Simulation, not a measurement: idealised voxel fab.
process module | voxel tone inversion
cross-section cut | 255 nm wide | cells 5 nm
A cross-section is a grid of square cells, given in bands from the top down. A band is one or more rows of cells.
Each band's line starts with the height of the band's top and of its bottom, in nm. Then come its materials from left to right, each with its width in nm. One material with "throughout" fills the band from edge to edge. "air" is empty space.
Height 0 is the level under which the wafer as received is all one material. The lowest band goes on downwards, as in "0 down".
A width such as "30 to 40" changes by the same amount from each row of cells to the next, from the band's top row to its bottom row.
"no change" after a step means that no cell of the cross-section changed.
closed voids: empty space of 8 cells or more with no open way to the top, each as width x height at its distance from the left edge, in nm
after a step's settings: what the simulator itself notes on the step
overlay nm, on a step with a mask: how far to the right of its planned place the mask lay; to the left if negative
plan
1 op RECEIVE | material Si
2 op CONFORMAL_DEP | material SiCN | thk nm 10
3 op DIRECTIONAL_DEP | material aC | thk nm 20
4 op PATTERN | tone cover | mask id POSTS | material resist | width nm 25 | pitch nm 50 | thk nm 25 | overlay nm -15
5 op DIRECTIONAL_ETCH | etch materials aC | depth nm 20
6 op STRIP | etch materials resist
7 op FILL_DEP | material SiO2 | thk nm 10
8 op CMP | height nm 30
9 op STRIP | etch materials aC
varied across the wafers: overlay nm of step 4. The plan shows the first wafer's value. All wafers start alike
first wafer as received, after step 1
  0 down: Si throughout
  closed voids: none
first wafer at the end, after step 9
  30 to 10: SiO2 25 | air 25 | SiO2 25 | air 25 | SiO2 25 | air 25 | SiO2 25 | air 25 | SiO2 55
  10 to 0: SiCN throughout
  0 down: Si throughout
  closed voids: none
last wafer at the end
  30 to 10: SiO2 55 | air 25 | SiO2 25 | air 25 | SiO2 25 | air 25 | SiO2 25 | air 25 | SiO2 25
  10 to 0: SiCN throughout
  0 down: Si throughout
  closed voids: none
each wafer at the end: cells of each material gained (+) or lost (-) since it was received, then its closed voids
overlay nm -15 | +102 SiCN | +124 SiO2 | closed voids: none
overlay nm -10 | +102 SiCN | +124 SiO2 | closed voids: none
overlay nm -5 | +102 SiCN | +124 SiO2 | closed voids: none
overlay nm 0 | +102 SiCN | +124 SiO2 | closed voids: none
overlay nm 5 | +102 SiCN | +124 SiO2 | closed voids: none
overlay nm 10 | +102 SiCN | +124 SiO2 | closed voids: none
overlay nm 15 | +102 SiCN | +124 SiO2 | closed voids: none
